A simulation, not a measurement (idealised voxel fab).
Process module heading - voxel quadruple lines
Cross-section cut: width 245 nm, square cells of 5 nm.
We lay out every cross-section as a grid of square cells and spell it out in bands from the top down, where one band means one or more rows of cells. Read a band's entry like this: the first values are the height of its top and the height of its bottom in nm, and what follows is the sequence of materials from left to right, each with its width in nm. Note that "empty" is empty space, and that a single material marked "everywhere" reaches across the band from edge to edge. We count height from 0. Below that, the starting wafer is all one material. The lowest band never ends at the bottom but goes on down; see "0 -> down" for how that is written. Graded width ("30 to 40"): value in top row of band = first number; value in bottom row = second number; row-to-row change constant. Any step labelled "remained the same" changed none of the cells in the cross-section. Reported under the label "Closed internal voids" are the empty spaces having no open way to the top and comprising 8 cells or more; the notation for each is width x height at distance, in which the distance is measured from the left edge and all three values are in nm. Anything after a step's settings on that line? It's the simulator's own note about the step. Among the settings permitted on a step's line is "overlay nm"; applied to a step with a mask, it specifies the extent to which the mask lay to the right of its planned position, whereas a negative figure signifies a position to the left. If you're wondering how to read the rest of this, here's the deal. It's pairs of cross-sections: one from before a process step, one from after it. The after one is only drawn as far down as the lowest band that changed. Right under each pair you'll see which step sits between them and what its settings were. Don't read the pairs as one continuous story, though. They can come from different runs of this module on the same starting wafer, and a pair only carries on from the one above it where its entry headed "Pre-step condition" says so.

Pre-step condition
	0 -> down = Si everywhere
	Closed internal voids: none

Result of Step
	5 -> 0 = Al2O3 everywhere
	Lower than 0, everything is as it was.
	Closed internal voids: none
Quick note on the step between the two cross-sections above: CONFORMAL_DEP with material Al2O3, thk nm 5

Pre-step condition: this step begins from the cross-section that the pair just above shows after its step.

Result of Step
	15 -> 5 = TiN everywhere
	Lower than 5, everything is as it was.
	Closed internal voids: none
Quick note on the step between the two cross-sections above: DIRECTIONAL_DEP with material TiN, thk nm 10

Pre-step condition: this step begins from the cross-section that the pair just above shows after its step.

Result of Step
	35 -> 15 = polySi everywhere
	Lower than 15, everything is as it was.
	Closed internal voids: none
Quick note on the step between the two cross-sections above: DIRECTIONAL_DEP with material polySi, thk nm 20

Pre-step condition: this step begins from the cross-section that the pair just above shows after its step.

Result of Step
	55 -> 35 = aC everywhere
	Lower than 35, everything is as it was.
	Closed internal voids: none
Quick note on the step between the two cross-sections above: DIRECTIONAL_DEP with material aC, thk nm 20

Pre-step condition: this step begins from the cross-section that the pair just above shows after its step.

Result of Step
	80 -> 55 = 80 nm empty; 20 nm resist; 40 nm empty; 20 nm resist; 85 nm empty
	Lower than 55, everything is as it was.
	Closed internal voids: none
Quick note on the step between the two cross-sections above: PATTERN with tone cover, mask id MANDREL, material resist, width nm 20, pitch nm 60, thk nm 25, overlay nm 0

Pre-step condition: this step begins from the cross-section that the pair just above shows after its step.

Result of Step
	60 -> 55 = 80 nm empty; 20 nm resist; 40 nm empty; 20 nm resist; 85 nm empty
	55 -> 35 = 80 nm empty; 20 nm aC; 40 nm empty; 20 nm aC; 85 nm empty
	Lower than 35, everything is as it was.
	Closed internal voids: none
Quick note on the step between the two cross-sections above: DIRECTIONAL_ETCH with etch materials aC, depth nm 20

Pre-step condition: this step begins from the cross-section that the pair just above shows after its step.

Result of Step
	55 -> 35 = 80 nm empty; 20 nm aC; 40 nm empty; 20 nm aC; 85 nm empty
	Lower than 35, everything is as it was.
	Closed internal voids: none
Quick note on the step between the two cross-sections above: STRIP with etch materials resist

Pre-step condition: this step begins from the cross-section that the pair just above shows after its step.

Result of Step
	65 -> 55 = 70 nm empty; 40 nm SiO2; 20 nm empty; 40 nm SiO2; 75 nm empty
	55 -> 45 = 70 nm empty; 10 nm SiO2; 20 nm aC; 10 nm SiO2; 20 nm empty; 10 nm SiO2; 20 nm aC; 10 nm SiO2; 75 nm empty
	45 -> 35 = 80 nm SiO2; 20 nm aC; 40 nm SiO2; 20 nm aC; 85 nm SiO2
	Lower than 35, everything is as it was.
	Closed internal voids: none
Quick note on the step between the two cross-sections above: CONFORMAL_DEP with material SiO2, thk nm 10

Pre-step condition: this step begins from the cross-section that the pair just above shows after its step.

Result of Step
	55 -> 35 = 70 nm empty; 10 nm SiO2; 20 nm aC; 10 nm SiO2; 20 nm empty; 10 nm SiO2; 20 nm aC; 10 nm SiO2; 75 nm empty
	Lower than 35, everything is as it was.
	Closed internal voids: none
Quick note on the step between the two cross-sections above: DIRECTIONAL_ETCH with etch materials SiO2, depth nm 10

Pre-step condition: this step begins from the cross-section that the pair just above shows after its step.

Result of Step
	55 -> 35 = 70 nm empty; 10 nm SiO2; 20 nm empty; 10 nm SiO2; 20 nm empty; 10 nm SiO2; 20 nm empty; 10 nm SiO2; 75 nm empty
	Lower than 35, everything is as it was.
	Closed internal voids: none
Quick note on the step between the two cross-sections above: STRIP with etch materials aC

Pre-step condition: this step begins from the cross-section that the pair just above shows after its step.

Result of Step
	55 -> 35 = 70 nm empty; 10 nm SiO2; 20 nm empty; 10 nm SiO2; 20 nm empty; 10 nm SiO2; 20 nm empty; 10 nm SiO2; 75 nm empty
	35 -> 15 = 70 nm empty; 10 nm polySi; 20 nm empty; 10 nm polySi; 20 nm empty; 10 nm polySi; 20 nm empty; 10 nm polySi; 75 nm empty
	Lower than 15, everything is as it was.
	Closed internal voids: none
Quick note on the step between the two cross-sections above: DIRECTIONAL_ETCH with etch materials polySi, depth nm 20

Pre-step condition: this step begins from the cross-section that the pair just above shows after its step.

Result of Step
	35 -> 15 = 70 nm empty; 10 nm polySi; 20 nm empty; 10 nm polySi; 20 nm empty; 10 nm polySi; 20 nm empty; 10 nm polySi; 75 nm empty
	Lower than 15, everything is as it was.
	Closed internal voids: none
Quick note on the step between the two cross-sections above: STRIP with etch materials SiO2

Pre-step condition: this step begins from the cross-section that the pair just above shows after its step.

Result of Step
	40 -> 35 = 65 nm empty; 20 nm SiCN; 10 nm empty; 20 nm SiCN; 10 nm empty; 20 nm SiCN; 10 nm empty; 20 nm SiCN; 70 nm empty
	35 -> 20 = 65 nm empty; 5 nm SiCN; 10 nm polySi; 5 nm SiCN; 10 nm empty; 5 nm SiCN; 10 nm polySi; 5 nm SiCN; 10 nm empty; 5 nm SiCN; 10 nm polySi; 5 nm SiCN; 10 nm empty; 5 nm SiCN; 10 nm polySi; 5 nm SiCN; 70 nm empty
	20 -> 15 = 70 nm SiCN; 10 nm polySi; 20 nm SiCN; 10 nm polySi; 20 nm SiCN; 10 nm polySi; 20 nm SiCN; 10 nm polySi; 75 nm SiCN
	Lower than 15, everything is as it was.
	Closed internal voids: none
Quick note on the step between the two cross-sections above: CONFORMAL_DEP with material SiCN, thk nm 5

Pre-step condition: this step begins from the cross-section that the pair just above shows after its step.

Result of Step
	35 -> 15 = 65 nm empty; 5 nm SiCN; 10 nm polySi; 5 nm SiCN; 10 nm empty; 5 nm SiCN; 10 nm polySi; 5 nm SiCN; 10 nm empty; 5 nm SiCN; 10 nm polySi; 5 nm SiCN; 10 nm empty; 5 nm SiCN; 10 nm polySi; 5 nm SiCN; 70 nm empty
	Lower than 15, everything is as it was.
	Closed internal voids: none
Quick note on the step between the two cross-sections above: DIRECTIONAL_ETCH with etch materials SiCN, depth nm 5

Pre-step condition: this step begins from the cross-section that the pair just above shows after its step.

Result of Step
	35 -> 15 = 65 nm empty; 5 nm SiCN; 10 nm empty; 5 nm SiCN; 10 nm empty; 5 nm SiCN; 10 nm empty; 5 nm SiCN; 10 nm empty; 5 nm SiCN; 10 nm empty; 5 nm SiCN; 10 nm empty; 5 nm SiCN; 10 nm empty; 5 nm SiCN; 70 nm empty
	Lower than 15, everything is as it was.
	Closed internal voids: none
Quick note on the step between the two cross-sections above: STRIP with etch materials polySi

Pre-step condition: this step begins from the cross-section that the pair just above shows after its step.

Result of Step
	35 -> 15 = 65 nm empty; 5 nm SiCN; 10 nm empty; 5 nm SiCN; 10 nm empty; 5 nm SiCN; 10 nm empty; 5 nm SiCN; 10 nm empty; 5 nm SiCN; 10 nm empty; 5 nm SiCN; 10 nm empty; 5 nm SiCN; 10 nm empty; 5 nm SiCN; 70 nm empty
	15 -> 5 = 65 nm empty; 5 nm TiN; 10 nm empty; 5 nm TiN; 10 nm empty; 5 nm TiN; 10 nm empty; 5 nm TiN; 10 nm empty; 5 nm TiN; 10 nm empty; 5 nm TiN; 10 nm empty; 5 nm TiN; 10 nm empty; 5 nm TiN; 70 nm empty
	Lower than 5, everything is as it was.
	Closed internal voids: none
Quick note on the step between the two cross-sections above: DIRECTIONAL_ETCH with etch materials TiN, depth nm 10

Pre-step condition: this step begins from the cross-section that the pair just above shows after its step.

Result of Step
	15 -> 5 = 65 nm empty; 5 nm TiN; 10 nm empty; 5 nm TiN; 10 nm empty; 5 nm TiN; 10 nm empty; 5 nm TiN; 10 nm empty; 5 nm TiN; 10 nm empty; 5 nm TiN; 10 nm empty; 5 nm TiN; 10 nm empty; 5 nm TiN; 70 nm empty
	Lower than 5, everything is as it was.
	Closed internal voids: none
Quick note on the step between the two cross-sections above: STRIP with etch materials SiCN

Pre-step condition: this step begins from the cross-section that the pair just above shows after its step.

Result of Step
	20 -> 15 = SiO2 everywhere
	15 -> 5 = 65 nm SiO2; 5 nm TiN; 10 nm SiO2; 5 nm TiN; 10 nm SiO2; 5 nm TiN; 10 nm SiO2; 5 nm TiN; 10 nm SiO2; 5 nm TiN; 10 nm SiO2; 5 nm TiN; 10 nm SiO2; 5 nm TiN; 10 nm SiO2; 5 nm TiN; 70 nm SiO2
	Lower than 5, everything is as it was.
	Closed internal voids: none
Quick note on the step between the two cross-sections above: FILL_DEP with material SiO2, thk nm 5

Pre-step condition: this step begins from the cross-section that the pair just above shows after its step.

Result of Step
	15 -> 5 = 65 nm SiO2; 5 nm TiN; 10 nm SiO2; 5 nm TiN; 10 nm SiO2; 5 nm TiN; 10 nm SiO2; 5 nm TiN; 10 nm SiO2; 5 nm TiN; 10 nm SiO2; 5 nm TiN; 10 nm SiO2; 5 nm TiN; 10 nm SiO2; 5 nm TiN; 70 nm SiO2
	Lower than 5, everything is as it was.
	Closed internal voids: none
Quick note on the step between the two cross-sections above: CMP with height nm 15

Pre-step condition
	0 -> down = Si everywhere
	Closed internal voids: none

Result of Step
	10 -> 0 = TiN everywhere
	Lower than 0, everything is as it was.
	Closed internal voids: none
Quick note on the step between the two cross-sections above: DIRECTIONAL_DEP with material TiN, thk nm 10

Pre-step condition: this step begins from the cross-section that the pair just above shows after its step.

Result of Step
	30 -> 10 = polySi everywhere
	Lower than 10, everything is as it was.
	Closed internal voids: none
Quick note on the step between the two cross-sections above: DIRECTIONAL_DEP with material polySi, thk nm 20

Pre-step condition: this step begins from the cross-section that the pair just above shows after its step.

Result of Step
	50 -> 30 = aC everywhere
	Lower than 30, everything is as it was.
	Closed internal voids: none
Quick note on the step between the two cross-sections above: DIRECTIONAL_DEP with material aC, thk nm 20

Pre-step condition: this step begins from the cross-section that the pair just above shows after its step.

Result of Step
	75 -> 50 = 80 nm empty; 20 nm resist; 40 nm empty; 20 nm resist; 85 nm empty
	Lower than 50, everything is as it was.
	Closed internal voids: none
Quick note on the step between the two cross-sections above: PATTERN with tone cover, mask id MANDREL, material resist, width nm 20, pitch nm 60, thk nm 25, overlay nm 0

Pre-step condition: this step begins from the cross-section that the pair just above shows after its step.

Result of Step
	55 -> 50 = 80 nm empty; 20 nm resist; 40 nm empty; 20 nm resist; 85 nm empty
	50 -> 30 = 80 nm empty; 20 nm aC; 40 nm empty; 20 nm aC; 85 nm empty
	Lower than 30, everything is as it was.
	Closed internal voids: none
Quick note on the step between the two cross-sections above: DIRECTIONAL_ETCH with etch materials aC, depth nm 20

Pre-step condition: this step begins from the cross-section that the pair just above shows after its step.

Result of Step
	50 -> 30 = 80 nm empty; 20 nm aC; 40 nm empty; 20 nm aC; 85 nm empty
	Lower than 30, everything is as it was.
	Closed internal voids: none
Quick note on the step between the two cross-sections above: STRIP with etch materials resist

Pre-step condition: this step begins from the cross-section that the pair just above shows after its step.

Result of Step
	60 -> 50 = 70 nm empty; 40 nm SiO2; 20 nm empty; 40 nm SiO2; 75 nm empty
	50 -> 40 = 70 nm empty; 10 nm SiO2; 20 nm aC; 10 nm SiO2; 20 nm empty; 10 nm SiO2; 20 nm aC; 10 nm SiO2; 75 nm empty
	40 -> 30 = 80 nm SiO2; 20 nm aC; 40 nm SiO2; 20 nm aC; 85 nm SiO2
	Lower than 30, everything is as it was.
	Closed internal voids: none
Quick note on the step between the two cross-sections above: CONFORMAL_DEP with material SiO2, thk nm 10

Pre-step condition: this step begins from the cross-section that the pair just above shows after its step.

Result of Step
	50 -> 30 = 70 nm empty; 10 nm SiO2; 20 nm aC; 10 nm SiO2; 20 nm empty; 10 nm SiO2; 20 nm aC; 10 nm SiO2; 75 nm empty
	Lower than 30, everything is as it was.
	Closed internal voids: none
Quick note on the step between the two cross-sections above: DIRECTIONAL_ETCH with etch materials SiO2, depth nm 10

Pre-step condition: this step begins from the cross-section that the pair just above shows after its step.

Result of Step
	50 -> 30 = 70 nm empty; 10 nm SiO2; 20 nm empty; 10 nm SiO2; 20 nm empty; 10 nm SiO2; 20 nm empty; 10 nm SiO2; 75 nm empty
	Lower than 30, everything is as it was.
	Closed internal voids: none
Quick note on the step between the two cross-sections above: STRIP with etch materials aC

Pre-step condition: this step begins from the cross-section that the pair just above shows after its step.

Result of Step
	50 -> 30 = 70 nm empty; 10 nm SiO2; 20 nm empty; 10 nm SiO2; 20 nm empty; 10 nm SiO2; 20 nm empty; 10 nm SiO2; 75 nm empty
	30 -> 10 = 70 nm empty; 10 nm polySi; 20 nm empty; 10 nm polySi; 20 nm empty; 10 nm polySi; 20 nm empty; 10 nm polySi; 75 nm empty
	Lower than 10, everything is as it was.
	Closed internal voids: none
Quick note on the step between the two cross-sections above: DIRECTIONAL_ETCH with etch materials polySi, depth nm 20

Pre-step condition: this step begins from the cross-section that the pair just above shows after its step.

Result of Step
	30 -> 10 = 70 nm empty; 10 nm polySi; 20 nm empty; 10 nm polySi; 20 nm empty; 10 nm polySi; 20 nm empty; 10 nm polySi; 75 nm empty
	Lower than 10, everything is as it was.
	Closed internal voids: none
Quick note on the step between the two cross-sections above: STRIP with etch materials SiO2

Pre-step condition: this step begins from the cross-section that the pair just above shows after its step.

Result of Step
	35 -> 30 = 65 nm empty; 20 nm SiCN; 10 nm empty; 20 nm SiCN; 10 nm empty; 20 nm SiCN; 10 nm empty; 20 nm SiCN; 70 nm empty
	30 -> 15 = 65 nm empty; 5 nm SiCN; 10 nm polySi; 5 nm SiCN; 10 nm empty; 5 nm SiCN; 10 nm polySi; 5 nm SiCN; 10 nm empty; 5 nm SiCN; 10 nm polySi; 5 nm SiCN; 10 nm empty; 5 nm SiCN; 10 nm polySi; 5 nm SiCN; 70 nm empty
	15 -> 10 = 70 nm SiCN; 10 nm polySi; 20 nm SiCN; 10 nm polySi; 20 nm SiCN; 10 nm polySi; 20 nm SiCN; 10 nm polySi; 75 nm SiCN
	Lower than 10, everything is as it was.
	Closed internal voids: none
Quick note on the step between the two cross-sections above: CONFORMAL_DEP with material SiCN, thk nm 5

Pre-step condition: this step begins from the cross-section that the pair just above shows after its step.

Result of Step
	30 -> 10 = 65 nm empty; 5 nm SiCN; 10 nm polySi; 5 nm SiCN; 10 nm empty; 5 nm SiCN; 10 nm polySi; 5 nm SiCN; 10 nm empty; 5 nm SiCN; 10 nm polySi; 5 nm SiCN; 10 nm empty; 5 nm SiCN; 10 nm polySi; 5 nm SiCN; 70 nm empty
	Lower than 10, everything is as it was.
	Closed internal voids: none
Quick note on the step between the two cross-sections above: DIRECTIONAL_ETCH with etch materials SiCN, depth nm 5

Pre-step condition: this step begins from the cross-section that the pair just above shows after its step.

Result of Step
	30 -> 10 = 65 nm empty; 5 nm SiCN; 10 nm empty; 5 nm SiCN; 10 nm empty; 5 nm SiCN; 10 nm empty; 5 nm SiCN; 10 nm empty; 5 nm SiCN; 10 nm empty; 5 nm SiCN; 10 nm empty; 5 nm SiCN; 10 nm empty; 5 nm SiCN; 70 nm empty
	Lower than 10, everything is as it was.
	Closed internal voids: none
Quick note on the step between the two cross-sections above: STRIP with etch materials polySi

Pre-step condition: this step begins from the cross-section that the pair just above shows after its step.

Result of Step
	30 -> 10 = 65 nm empty; 5 nm SiCN; 10 nm empty; 5 nm SiCN; 10 nm empty; 5 nm SiCN; 10 nm empty; 5 nm SiCN; 10 nm empty; 5 nm SiCN; 10 nm empty; 5 nm SiCN; 10 nm empty; 5 nm SiCN; 10 nm empty; 5 nm SiCN; 70 nm empty
	10 -> 0 = 65 nm empty; 5 nm TiN; 10 nm empty; 5 nm TiN; 10 nm empty; 5 nm TiN; 10 nm empty; 5 nm TiN; 10 nm empty; 5 nm TiN; 10 nm empty; 5 nm TiN; 10 nm empty; 5 nm TiN; 10 nm empty; 5 nm TiN; 70 nm empty
	Lower than 0, everything is as it was.
	Closed internal voids: none
Quick note on the step between the two cross-sections above: DIRECTIONAL_ETCH with etch materials TiN, depth nm 10

Pre-step condition: this step begins from the cross-section that the pair just above shows after its step.

Result of Step
	10 -> 0 = 65 nm empty; 5 nm TiN; 10 nm empty; 5 nm TiN; 10 nm empty; 5 nm TiN; 10 nm empty; 5 nm TiN; 10 nm empty; 5 nm TiN; 10 nm empty; 5 nm TiN; 10 nm empty; 5 nm TiN; 10 nm empty; 5 nm TiN; 70 nm empty
	Lower than 0, everything is as it was.
	Closed internal voids: none
Quick note on the step between the two cross-sections above: STRIP with etch materials SiCN

Pre-step condition: this step begins from the cross-section that the pair just above shows after its step.

Result of Step
	15 -> 10 = SiO2 everywhere
	10 -> 0 = 65 nm SiO2; 5 nm TiN; 10 nm SiO2; 5 nm TiN; 10 nm SiO2; 5 nm TiN; 10 nm SiO2; 5 nm TiN; 10 nm SiO2; 5 nm TiN; 10 nm SiO2; 5 nm TiN; 10 nm SiO2; 5 nm TiN; 10 nm SiO2; 5 nm TiN; 70 nm SiO2
	Lower than 0, everything is as it was.
	Closed internal voids: none
Quick note on the step between the two cross-sections above: FILL_DEP with material SiO2, thk nm 5

Pre-step condition
	20 -> 15 = SiO2 everywhere
	15 -> 5 = 65 nm SiO2; 5 nm TiN; 10 nm SiO2; 5 nm TiN; 10 nm SiO2; 5 nm TiN; 10 nm SiO2; 5 nm TiN; 10 nm SiO2; 5 nm TiN; 10 nm SiO2; 5 nm TiN; 10 nm SiO2; 5 nm TiN; 10 nm SiO2; 5 nm TiN; 70 nm SiO2
	5 -> 0 = Al2O3 everywhere
	0 -> down = Si everywhere
	Closed internal voids: none

Result of Step
	25 -> 15 = SiO2 everywhere
	Lower than 15, everything is as it was.
	Closed internal voids: none
Quick note on the step between the two cross-sections above: FILL_DEP with material SiO2, thk nm 5

Pre-step condition: this step begins from the cross-section that the pair just above shows after its step.

Result of Step
	15 -> 5 = 65 nm SiO2; 5 nm TiN; 10 nm SiO2; 5 nm TiN; 10 nm SiO2; 5 nm TiN; 10 nm SiO2; 5 nm TiN; 10 nm SiO2; 5 nm TiN; 10 nm SiO2; 5 nm TiN; 10 nm SiO2; 5 nm TiN; 10 nm SiO2; 5 nm TiN; 70 nm SiO2
	Lower than 5, everything is as it was.
	Closed internal voids: none
Quick note on the step between the two cross-sections above: CMP with height nm 15

Pre-step condition
	5 -> 0 = Al2O3 everywhere
	0 -> down = Si everywhere
	Closed internal voids: none

Result of Step
	25 -> 5 = polySi everywhere
	Lower than 5, everything is as it was.
	Closed internal voids: none
Quick note on the step between the two cross-sections above: DIRECTIONAL_DEP with material polySi, thk nm 20

Pre-step condition: this step begins from the cross-section that the pair just above shows after its step.

Result of Step
	35 -> 25 = TiN everywhere
	Lower than 25, everything is as it was.
	Closed internal voids: none
Quick note on the step between the two cross-sections above: DIRECTIONAL_DEP with material TiN, thk nm 10

Pre-step condition: this step begins from the cross-section that the pair just above shows after its step.

Result of Step
	55 -> 35 = aC everywhere
	Lower than 35, everything is as it was.
	Closed internal voids: none
Quick note on the step between the two cross-sections above: DIRECTIONAL_DEP with material aC, thk nm 20

Pre-step condition: this step begins from the cross-section that the pair just above shows after its step.

Result of Step
	80 -> 55 = 80 nm empty; 20 nm resist; 40 nm empty; 20 nm resist; 85 nm empty
	Lower than 55, everything is as it was.
	Closed internal voids: none
Quick note on the step between the two cross-sections above: PATTERN with tone cover, mask id MANDREL, material resist, width nm 20, pitch nm 60, thk nm 25, overlay nm 0

Pre-step condition: this step begins from the cross-section that the pair just above shows after its step.

Result of Step
	60 -> 55 = 80 nm empty; 20 nm resist; 40 nm empty; 20 nm resist; 85 nm empty
	55 -> 35 = 80 nm empty; 20 nm aC; 40 nm empty; 20 nm aC; 85 nm empty
	Lower than 35, everything is as it was.
	Closed internal voids: none
Quick note on the step between the two cross-sections above: DIRECTIONAL_ETCH with etch materials aC, depth nm 20

Pre-step condition: this step begins from the cross-section that the pair just above shows after its step.

Result of Step
	55 -> 35 = 80 nm empty; 20 nm aC; 40 nm empty; 20 nm aC; 85 nm empty
	Lower than 35, everything is as it was.
	Closed internal voids: none
Quick note on the step between the two cross-sections above: STRIP with etch materials resist

Pre-step condition: this step begins from the cross-section that the pair just above shows after its step.

Result of Step
	65 -> 55 = 70 nm empty; 40 nm SiO2; 20 nm empty; 40 nm SiO2; 75 nm empty
	55 -> 45 = 70 nm empty; 10 nm SiO2; 20 nm aC; 10 nm SiO2; 20 nm empty; 10 nm SiO2; 20 nm aC; 10 nm SiO2; 75 nm empty
	45 -> 35 = 80 nm SiO2; 20 nm aC; 40 nm SiO2; 20 nm aC; 85 nm SiO2
	Lower than 35, everything is as it was.
	Closed internal voids: none
Quick note on the step between the two cross-sections above: CONFORMAL_DEP with material SiO2, thk nm 10

Pre-step condition: this step begins from the cross-section that the pair just above shows after its step.

Result of Step
	55 -> 35 = 70 nm empty; 10 nm SiO2; 20 nm aC; 10 nm SiO2; 20 nm empty; 10 nm SiO2; 20 nm aC; 10 nm SiO2; 75 nm empty
	Lower than 35, everything is as it was.
	Closed internal voids: none
Quick note on the step between the two cross-sections above: DIRECTIONAL_ETCH with etch materials SiO2, depth nm 10

Pre-step condition: this step begins from the cross-section that the pair just above shows after its step.

Result of Step
	55 -> 35 = 70 nm empty; 10 nm SiO2; 20 nm empty; 10 nm SiO2; 20 nm empty; 10 nm SiO2; 20 nm empty; 10 nm SiO2; 75 nm empty
	Lower than 35, everything is as it was.
	Closed internal voids: none
Quick note on the step between the two cross-sections above: STRIP with etch materials aC

Pre-step condition: this step begins from the cross-section that the pair just above shows after its step.

Result of Step
	35 -> 25 = TiN everywhere
	Lower than 25, everything is as it was.
	Closed internal voids: none
Quick note on the step between the two cross-sections above: STRIP with etch materials SiO2

Pre-step condition: this step begins from the cross-section that the pair just above shows after its step.

Result of Step
	40 -> 35 = SiCN everywhere
	Lower than 35, everything is as it was.
	Closed internal voids: none
Quick note on the step between the two cross-sections above: CONFORMAL_DEP with material SiCN, thk nm 5

Pre-step condition: this step begins from the cross-section that the pair just above shows after its step.

Result of Step
	35 -> 25 = TiN everywhere
	Lower than 25, everything is as it was.
	Closed internal voids: none
Quick note on the step between the two cross-sections above: DIRECTIONAL_ETCH with etch materials SiCN, depth nm 5

Pre-step condition: this step begins from the cross-section that the pair just above shows after its step.

Result of Step
	25 -> 5 = polySi everywhere
	Lower than 5, everything is as it was.
	Closed internal voids: none
Quick note on the step between the two cross-sections above: DIRECTIONAL_ETCH with etch materials TiN, depth nm 10

Pre-step condition: this step begins from the cross-section that the pair just above shows after its step.

Result of Step
	30 -> 25 = SiO2 everywhere
	Lower than 25, everything is as it was.
	Closed internal voids: none
Quick note on the step between the two cross-sections above: FILL_DEP with material SiO2, thk nm 5

Pre-step condition: this step begins from the cross-section that the pair just above shows after its step.

Result of Step
	15 -> 5 = polySi everywhere
	Lower than 5, everything is as it was.
	Closed internal voids: none
Quick note on the step between the two cross-sections above: CMP with height nm 15

Pre-step condition
	55 -> 35 = 80 nm empty; 20 nm aC; 40 nm empty; 20 nm aC; 85 nm empty
	35 -> 15 = polySi everywhere
	15 -> 5 = TiN everywhere
	5 -> 0 = Al2O3 everywhere
	0 -> down = Si everywhere
	Closed internal voids: none

Result of Step
	60 -> 55 = 75 nm empty; 30 nm SiO2; 30 nm empty; 30 nm SiO2; 80 nm empty
	55 -> 40 = 75 nm empty; 5 nm SiO2; 20 nm aC; 5 nm SiO2; 30 nm empty; 5 nm SiO2; 20 nm aC; 5 nm SiO2; 80 nm empty
	40 -> 35 = 80 nm SiO2; 20 nm aC; 40 nm SiO2; 20 nm aC; 85 nm SiO2
	Lower than 35, everything is as it was.
	Closed internal voids: none
Quick note on the step between the two cross-sections above: CONFORMAL_DEP with material SiO2, thk nm 5

Pre-step condition: this step begins from the cross-section that the pair just above shows after its step.

Result of Step
	55 -> 50 = 80 nm empty; 20 nm aC; 40 nm empty; 20 nm aC; 85 nm empty
	50 -> 35 = 75 nm empty; 5 nm SiO2; 20 nm aC; 5 nm SiO2; 30 nm empty; 5 nm SiO2; 20 nm aC; 5 nm SiO2; 80 nm empty
	Lower than 35, everything is as it was.
	Closed internal voids: none
Quick note on the step between the two cross-sections above: DIRECTIONAL_ETCH with etch materials SiO2, depth nm 10

Pre-step condition: this step begins from the cross-section that the pair just above shows after its step.

Result of Step
	50 -> 35 = 75 nm empty; 5 nm SiO2; 20 nm empty; 5 nm SiO2; 30 nm empty; 5 nm SiO2; 20 nm empty; 5 nm SiO2; 80 nm empty
	Lower than 35, everything is as it was.
	Closed internal voids: none
Quick note on the step between the two cross-sections above: STRIP with etch materials aC

Pre-step condition: this step begins from the cross-section that the pair just above shows after its step.

Result of Step
	50 -> 35 = 75 nm empty; 5 nm SiO2; 20 nm empty; 5 nm SiO2; 30 nm empty; 5 nm SiO2; 20 nm empty; 5 nm SiO2; 80 nm empty
	35 -> 15 = 75 nm empty; 5 nm polySi; 20 nm empty; 5 nm polySi; 30 nm empty; 5 nm polySi; 20 nm empty; 5 nm polySi; 80 nm empty
	Lower than 15, everything is as it was.
	Closed internal voids: none
Quick note on the step between the two cross-sections above: DIRECTIONAL_ETCH with etch materials polySi, depth nm 20

Pre-step condition: this step begins from the cross-section that the pair just above shows after its step.

Result of Step
	35 -> 15 = 75 nm empty; 5 nm polySi; 20 nm empty; 5 nm polySi; 30 nm empty; 5 nm polySi; 20 nm empty; 5 nm polySi; 80 nm empty
	Lower than 15, everything is as it was.
	Closed internal voids: none
Quick note on the step between the two cross-sections above: STRIP with etch materials SiO2

Pre-step condition: this step begins from the cross-section that the pair just above shows after its step.

Result of Step
	40 -> 35 = 70 nm empty; 15 nm SiCN; 10 nm empty; 15 nm SiCN; 20 nm empty; 15 nm SiCN; 10 nm empty; 15 nm SiCN; 75 nm empty
	35 -> 20 = 70 nm empty; 5 nm SiCN; 5 nm polySi; 5 nm SiCN; 10 nm empty; 5 nm SiCN; 5 nm polySi; 5 nm SiCN; 20 nm empty; 5 nm SiCN; 5 nm polySi; 5 nm SiCN; 10 nm empty; 5 nm SiCN; 5 nm polySi; 5 nm SiCN; 75 nm empty
	20 -> 15 = 75 nm SiCN; 5 nm polySi; 20 nm SiCN; 5 nm polySi; 30 nm SiCN; 5 nm polySi; 20 nm SiCN; 5 nm polySi; 80 nm SiCN
	Lower than 15, everything is as it was.
	Closed internal voids: none
Quick note on the step between the two cross-sections above: CONFORMAL_DEP with material SiCN, thk nm 5

Pre-step condition: this step begins from the cross-section that the pair just above shows after its step.

Result of Step
	35 -> 15 = 70 nm empty; 5 nm SiCN; 5 nm polySi; 5 nm SiCN; 10 nm empty; 5 nm SiCN; 5 nm polySi; 5 nm SiCN; 20 nm empty; 5 nm SiCN; 5 nm polySi; 5 nm SiCN; 10 nm empty; 5 nm SiCN; 5 nm polySi; 5 nm SiCN; 75 nm empty
	Lower than 15, everything is as it was.
	Closed internal voids: none
Quick note on the step between the two cross-sections above: DIRECTIONAL_ETCH with etch materials SiCN, depth nm 5

Pre-step condition: this step begins from the cross-section that the pair just above shows after its step.

Result of Step
	35 -> 15 = 70 nm empty; 5 nm SiCN; 5 nm empty; 5 nm SiCN; 10 nm empty; 5 nm SiCN; 5 nm empty; 5 nm SiCN; 20 nm empty; 5 nm SiCN; 5 nm empty; 5 nm SiCN; 10 nm empty; 5 nm SiCN; 5 nm empty; 5 nm SiCN; 75 nm empty
	Lower than 15, everything is as it was.
	Closed internal voids: none
Quick note on the step between the two cross-sections above: STRIP with etch materials polySi

Pre-step condition: this step begins from the cross-section that the pair just above shows after its step.

Result of Step
	35 -> 15 = 70 nm empty; 5 nm SiCN; 5 nm empty; 5 nm SiCN; 10 nm empty; 5 nm SiCN; 5 nm empty; 5 nm SiCN; 20 nm empty; 5 nm SiCN; 5 nm empty; 5 nm SiCN; 10 nm empty; 5 nm SiCN; 5 nm empty; 5 nm SiCN; 75 nm empty
	15 -> 5 = 70 nm empty; 5 nm TiN; 5 nm empty; 5 nm TiN; 10 nm empty; 5 nm TiN; 5 nm empty; 5 nm TiN; 20 nm empty; 5 nm TiN; 5 nm empty; 5 nm TiN; 10 nm empty; 5 nm TiN; 5 nm empty; 5 nm TiN; 75 nm empty
	Lower than 5, everything is as it was.
	Closed internal voids: none
Quick note on the step between the two cross-sections above: DIRECTIONAL_ETCH with etch materials TiN, depth nm 10

Pre-step condition: this step begins from the cross-section that the pair just above shows after its step.

Result of Step
	15 -> 5 = 70 nm empty; 5 nm TiN; 5 nm empty; 5 nm TiN; 10 nm empty; 5 nm TiN; 5 nm empty; 5 nm TiN; 20 nm empty; 5 nm TiN; 5 nm empty; 5 nm TiN; 10 nm empty; 5 nm TiN; 5 nm empty; 5 nm TiN; 75 nm empty
	Lower than 5, everything is as it was.
	Closed internal voids: none
Quick note on the step between the two cross-sections above: STRIP with etch materials SiCN

Pre-step condition: this step begins from the cross-section that the pair just above shows after its step.

Result of Step
	20 -> 15 = SiO2 everywhere
	15 -> 5 = 70 nm SiO2; 5 nm TiN; 5 nm SiO2; 5 nm TiN; 10 nm SiO2; 5 nm TiN; 5 nm SiO2; 5 nm TiN; 20 nm SiO2; 5 nm TiN; 5 nm SiO2; 5 nm TiN; 10 nm SiO2; 5 nm TiN; 5 nm SiO2; 5 nm TiN; 75 nm SiO2
	Lower than 5, everything is as it was.
	Closed internal voids: none
Quick note on the step between the two cross-sections above: FILL_DEP with material SiO2, thk nm 5
